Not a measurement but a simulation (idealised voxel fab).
process module | voxel released beams
cross-section cut | 245 nm wide | cells 5 nm
A cross-section is a grid of square cells, given in bands from the top down. A band is one or more rows of cells.
Each band's line starts with the height of the band's top and of its bottom, in nm. Then come its materials from left to right, each with its width in nm. One material with "throughout" fills the band from edge to edge. "air" is empty space.
Height 0 is the level under which the wafer as received is all one material. The lowest band goes on downwards, as in "0 down".
A width such as "30 to 40" changes by the same amount from each row of cells to the next, from the band's top row to its bottom row.
"no change" after a step means that no cell of the cross-section changed.
closed voids: empty space of 8 cells or more with no open way to the top, each as width x height at its distance from the left edge, in nm
after a step's settings: what the simulator itself notes on the step
overlay nm, on a step with a mask: how far to the right of its planned place the mask lay; to the left if negative
plan
1 op RECEIVE | material Si
2 op CONFORMAL_DEP | material Al2O3 | thk nm 10
3 op DIRECTIONAL_DEP | material SiO2 | thk nm 20
4 op MASKED_ETCH | tone open | mask id ANCHOR | width nm 45 | etch materials SiO2 | depth nm 20 | overlay nm 0
5 op CONFORMAL_DEP | material polySi | thk nm 15
6 op MASKED_ETCH | tone cover | mask id BEAM | width nm 105 | etch materials polySi | depth nm 15 | overlay nm 0
7 op STRIP | etch materials SiO2
as received, after step 1
  0 down: Si throughout
  closed voids: none
first wafer at the end, as planned
  45 to 30: air 65 | polySi 20 | air 15 | polySi 70 | air 75
  30 to 25: air 70 | polySi 15 | air 15 | polySi 15 | air 130
  25 to 10: air 70 | polySi 45 | air 130
  10 to 0: Al2O3 throughout
  0 down: Si throughout
  closed voids: none
second wafer at the end: like start, like plan, one mistake
  45 to 30: air 60 | polySi 25 | air 15 | polySi 65 | air 80
  30 to 25: air 70 | polySi 15 | air 15 | polySi 15 | air 130
  25 to 10: air 70 | polySi 45 | air 130
  10 to 0: Al2O3 throughout
  0 down: Si throughout
  closed voids: none
what went wrong: step 6 ran as: op MASKED_ETCH | tone cover | mask id BEAM | width nm 105 | etch materials polySi | depth nm 15 | overlay nm -5
at the end the second wafer has, in cells: as many of each material as the first, in other places
